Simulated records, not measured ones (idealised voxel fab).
Process module heading - voxel ribs on slabs
It is cross-section cut that appears here, measuring 175 nm in width, its square cells being 5 nm in size.
Cross-sections here: square-cell grids, written as top-down lists of bands, a band being one or more rows of cells. Band entry format. Leading values: height of top, height of bottom, nm. Remainder: materials in left-to-right order, each with its width in nm. Special words: "throughout" on a single material, which then fills the band edge to edge; "empty", empty space. Height 0 is the level under which the wafer as received is all one material. The lowest band goes on downwards, as in "0 nm and below". Width spec "30->40" -> top row of cells at first value, bottom row at second value, equal per-row change in between. Given "remained unchanged" for a step, no cell of the cross-section differs between before and after that step. Listed in "Closed void inventory": every empty space of 8 or more cells without an open way to the top. Form: width x height at distance, the distance being from the left edge, all in nm. What comes after the settings on a step's line is commentary from the simulator itself on that step. On any step carrying a mask, the "overlay nm" setting, if present on the step's line, tells how far right of its planned place the mask lay; negative values point to the left.

List of planned process steps:
1) op RECEIVE | material Si
2) op DIRECTIONAL_DEP | material SiO2 | thk nm 30
3) op DIRECTIONAL_DEP | material polySi | thk nm 25
4) op MASKED_ETCH | tone cover | mask id RIB | width nm 25 | etch materials polySi | depth nm 15 | overlay nm 0
5) op MASKED_ETCH | tone cover | mask id SLAB | width nm 65 | etch materials polySi | depth nm 10 | overlay nm 0
6) op FILL_DEP | material SiO2 | thk nm 25
7) op CMP | height nm 70
8) op DIRECTIONAL_DEP | material W | thk nm 5
9) op MASKED_ETCH | tone cover | mask id HEATER | width nm 25 | etch materials W | depth nm 5 | overlay nm 0
10) op CONFORMAL_DEP | material SiN | thk nm 5
Quick note for whoever runs this: the wafers start identical, but the width nm at step 9 isn't the same across them. The plan just shows what the first wafer had.

Received wafers, first of several: cross-section after step 1:
- 0 nm and below: Si throughout
- Closed void inventory: none

Note: the following table is arranged by wafer, a row apiece. Each row reports the end-of-module state: per material, cells gained (+) or cells lost (-) compared with the wafer as received; closed voids follow:
width nm 25; +37 SiN; +449 SiO2; +5 W; +41 polySi; Closed void inventory: none
width nm 30; +37 SiN; +449 SiO2; +6 W; +41 polySi; Closed void inventory: none
width nm 35; +37 SiN; +449 SiO2; +7 W; +41 polySi; Closed void inventory: none
width nm 40; +37 SiN; +449 SiO2; +8 W; +41 polySi; Closed void inventory: none
width nm 45; +37 SiN; +449 SiO2; +9 W; +41 polySi; Closed void inventory: none
width nm 50; +37 SiN; +449 SiO2; +10 W; +41 polySi; Closed void inventory: none
